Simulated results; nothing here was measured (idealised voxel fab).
A process module follows: voxel tone inversion.
We display cut, a cross-section 175 nm in width whose square cells are each 5 nm.
Format of a cross-section: grid, square cells. Given as bands. Order: top down. Band: one or more rows of cells. Band: top height; bottom height; in nm. Then, left to right: material with width in nm, for each material. "everywhere": a single material spanning edge to edge. "blank": empty space. For the purposes of this specification, 0 denotes the height below which the wafer in its as-received condition is composed wholly of one material, and the lowermost band, lacking a lower limit, extends downward without end, as expressed in "0 and below". Per-row width for "30 to 40": begins at first number (top row of band), ends at second number (bottom row), increment between rows held constant. "no modification" -> step changed no cross-section cell. Entry "Completely enclosed voids" = empty spaces >= 8 cells with no open way to the top; each as width x height at distance, distance from left edge, all nm. If you see something after the settings on a step's line, that's the simulator's own remark about that step. If you see "overlay nm" on a step's line and that step has a mask, it's telling you how far right of where it was planned the mask ended up; a negative number means it went left instead.
### Set out below are the planned steps of the process
1 RECEIVE,material Si
2 CONFORMAL_DEP,material SiCN,thk nm 5
3 DIRECTIONAL_DEP,material aC,thk nm 25
4 PATTERN,tone cover,mask id POSTS,material resist,width nm 25,pitch nm 55,thk nm 35,overlay nm 0
5 DIRECTIONAL_ETCH,etch materials aC,depth nm 25
6 STRIP,etch materials resist
7 FILL_DEP,material SiO2,thk nm 5
8 CMP,height nm 30
9 STRIP,etch materials aC
### As-received wafer cross-section (after step 1)
    0 and below = Si everywhere
    Completely enclosed voids: none
### Post-module cross-section of the first of two wafers (run per plan)
    30 down to 5 = SiO2 20; blank 25; SiO2 30; blank 25; SiO2 30; blank 25; SiO2 20
    5 down to 0 = SiCN everywhere
    0 and below = Si everywhere
    Completely enclosed voids: none
### second wafer at the end: like start, like plan, one mistake
    30 down to 25 = SiCN everywhere
    25 down to 0 = aC everywhere
    0 and below = Si everywhere
    Completely enclosed voids: none
Here's what went sideways: note: step 2 <-> step 3, run order reversed vs plan
The closing comparison, in cells, has the second wafer with more or fewer of some materials than the first: 100 fewer of SiO2 | 175 more of aC
